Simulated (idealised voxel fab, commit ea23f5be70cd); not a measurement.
Process module heading - voxel tone inversion
It is cross-section cut that appears here, measuring 210 nm in width, its square cells being 5 nm in size.
Notation: cross-section as square-cell grid; stated in bands, top first, going down; one or more cell rows per band.
Per band: top height and bottom height in nm, followed by the left-to-right materials and their widths in nm; "full width" marks a single material spanning edge to edge, "empty" marks empty space.
Below 0: as-received wafer, all one material; heights counted from there. Lowest band: no bottom, goes on down, written "top 0, no bottom".
Graded width ("30 to 40"): value in top row of band = first number; value in bottom row = second number; row-to-row change constant.
Where a step carries "all unchanged", the cross-section came out of it unchanged, cell for cell.
Under "Enclosed voids" you'll find the enclosed gaps, the ones with no way out to the top, that are 8 cells or bigger; each reads width x height at distance, with distance counted from the left edge, everything in nm.
Heads up: the bit after the settings on a step's line is the simulator's remark on that step.
overlay nm: for a step with a mask, the amount by which the mask lay right of where it was planned; a negative amount means left of it.

-- Process steps (planned)
1) RECEIVE | material Si
2) CONFORMAL_DEP | material SiN | thk nm 5
3) DIRECTIONAL_DEP | material polySi | thk nm 20
4) PATTERN | tone cover | mask id POSTS | material resist | width nm 20 | pitch nm 45 | thk nm 30 | overlay nm 0
5) DIRECTIONAL_ETCH | etch materials polySi | depth nm 20
6) STRIP | etch materials resist
7) FILL_DEP | material SiO2 | thk nm 5
8) CMP | height nm 25
9) STRIP | etch materials polySi
10) CONFORMAL_DEP | material TiN | thk nm 5
11) FILL_DEP | material Cu | thk nm 10
12) CMP | height nm 25
13) CONFORMAL_DEP | material SiN | thk nm 5

-- First of two wafers, with the run carried out as planned

-- Cross-section of the wafer as it came to us, i.e., already through step 1
  top 0, no bottom: Si full width
  Enclosed voids: none

-- Wafer xsec, post step 2
  top 5, bottom 0: SiN full width
  Lower than 0, everything is as it was.

-- Wafer xsec, post step 3
  top 25, bottom 5: polySi full width
  Lower than 5, everything is as it was.

-- Wafer xsec, post step 4
  top 55, bottom 25: 50 empty, then 20 resist, then 25 empty, then 20 resist, then 25 empty, then 20 resist, then 50 empty
  Lower than 25, everything is as it was.

-- Wafer xsec, post step 5
  top 55, bottom 25: 50 empty, then 20 resist, then 25 empty, then 20 resist, then 25 empty, then 20 resist, then 50 empty
  top 25, bottom 5: 50 empty, then 20 polySi, then 25 empty, then 20 polySi, then 25 empty, then 20 polySi, then 50 empty
  Lower than 5, everything is as it was.

-- Wafer xsec, post step 6
  top 25, bottom 5: 50 empty, then 20 polySi, then 25 empty, then 20 polySi, then 25 empty, then 20 polySi, then 50 empty
  Lower than 5, everything is as it was.

-- Wafer xsec, post step 7
  top 30, bottom 25: SiO2 full width
  top 25, bottom 5: 50 SiO2, then 20 polySi, then 25 SiO2, then 20 polySi, then 25 SiO2, then 20 polySi, then 50 SiO2
  Lower than 5, everything is as it was.

-- Wafer xsec, post step 8
  top 25, bottom 5: 50 SiO2, then 20 polySi, then 25 SiO2, then 20 polySi, then 25 SiO2, then 20 polySi, then 50 SiO2
  Lower than 5, everything is as it was.

-- Wafer xsec, post step 9
  top 25, bottom 5: 50 SiO2, then 20 empty, then 25 SiO2, then 20 empty, then 25 SiO2, then 20 empty, then 50 SiO2
  Lower than 5, everything is as it was.

-- Wafer xsec, post step 10
  top 30, bottom 25: 55 TiN, then 10 empty, then 35 TiN, then 10 empty, then 35 TiN, then 10 empty, then 55 TiN
  top 25, bottom 10: 50 SiO2, then 5 TiN, then 10 empty, then 5 TiN, then 25 SiO2, then 5 TiN, then 10 empty, then 5 TiN, then 25 SiO2, then 5 TiN, then 10 empty, then 5 TiN, then 50 SiO2
  top 10, bottom 5: 50 SiO2, then 20 TiN, then 25 SiO2, then 20 TiN, then 25 SiO2, then 20 TiN, then 50 SiO2
  Lower than 5, everything is as it was.

-- Wafer xsec, post step 11
  top 40, bottom 30: Cu full width
  top 30, bottom 25: 55 TiN, then 10 Cu, then 35 TiN, then 10 Cu, then 35 TiN, then 10 Cu, then 55 TiN
  top 25, bottom 10: 50 SiO2, then 5 TiN, then 10 Cu, then 5 TiN, then 25 SiO2, then 5 TiN, then 10 Cu, then 5 TiN, then 25 SiO2, then 5 TiN, then 10 Cu, then 5 TiN, then 50 SiO2
  Lower than 10, everything is as it was.

-- Wafer xsec, post step 12
  top 25, bottom 10: 50 SiO2, then 5 TiN, then 10 Cu, then 5 TiN, then 25 SiO2, then 5 TiN, then 10 Cu, then 5 TiN, then 25 SiO2, then 5 TiN, then 10 Cu, then 5 TiN, then 50 SiO2
  Lower than 10, everything is as it was.

-- Wafer xsec, post step 13
  top 30, bottom 25: SiN full width
  Lower than 25, everything is as it was.

-- Companion wafer, the second of two: same beginning, same intended sequence, one mistake in carrying it out; through step 5 inclusive it tracks the first exactly

-- Second wafer profile in section, at the moment step 6 of the plan was meant to be complete
  top 25, bottom 5: 50 empty, then 20 polySi, then 25 empty, then 20 polySi, then 25 empty, then 20 polySi, then 50 empty
  Lower than 5, everything is as it was.

-- Second wafer profile in section, at the moment step 7 of the plan was meant to be complete
  top 30, bottom 25: SiO2 full width
  top 25, bottom 5: 50 SiO2, then 20 polySi, then 25 SiO2, then 20 polySi, then 25 SiO2, then 20 polySi, then 50 SiO2
  Lower than 5, everything is as it was.

-- Second wafer profile in section, at the moment step 8 of the plan was meant to be complete
  top 25, bottom 5: 50 SiO2, then 20 polySi, then 25 SiO2, then 20 polySi, then 25 SiO2, then 20 polySi, then 50 SiO2
  Lower than 5, everything is as it was.

-- Second wafer profile in section, at the moment step 9 of the plan was meant to be complete
  top 25, bottom 5: 50 SiO2, then 20 empty, then 25 SiO2, then 20 empty, then 25 SiO2, then 20 empty, then 50 SiO2
  Lower than 5, everything is as it was.

-- Second wafer profile in section, at the moment step 10 of the plan was meant to be complete
  top 30, bottom 25: 55 TiN, then 10 empty, then 35 TiN, then 10 empty, then 35 TiN, then 10 empty, then 55 TiN
  top 25, bottom 10: 50 SiO2, then 5 TiN, then 10 empty, then 5 TiN, then 25 SiO2, then 5 TiN, then 10 empty, then 5 TiN, then 25 SiO2, then 5 TiN, then 10 empty, then 5 TiN, then 50 SiO2
  top 10, bottom 5: 50 SiO2, then 20 TiN, then 25 SiO2, then 20 TiN, then 25 SiO2, then 20 TiN, then 50 SiO2
  Lower than 5, everything is as it was.

-- Second wafer profile in section, at the moment step 11 of the plan was meant to be complete
  top 40, bottom 30: Cu full width
  top 30, bottom 25: 55 TiN, then 10 Cu, then 35 TiN, then 10 Cu, then 35 TiN, then 10 Cu, then 55 TiN
  top 25, bottom 10: 50 SiO2, then 5 TiN, then 10 Cu, then 5 TiN, then 25 SiO2, then 5 TiN, then 10 Cu, then 5 TiN, then 25 SiO2, then 5 TiN, then 10 Cu, then 5 TiN, then 50 SiO2
  Lower than 10, everything is as it was.

-- Second wafer profile in section, at the moment step 12 of the plan was meant to be complete
  top 25, bottom 10: 50 SiO2, then 5 TiN, then 10 Cu, then 5 TiN, then 25 SiO2, then 5 TiN, then 10 Cu, then 5 TiN, then 25 SiO2, then 5 TiN, then 10 Cu, then 5 TiN, then 50 SiO2
  Lower than 10, everything is as it was.

-- Second wafer profile in section, at the moment step 13 of the plan was meant to be complete
  top 30, bottom 25: SiN full width
  Lower than 25, everything is as it was.
Which mistake was made when the wafer was run? twice, step 6 of the plan was run
The two wafers wind up with the same cross-section at the end, so whatever this model computes is the same despite the mistake.
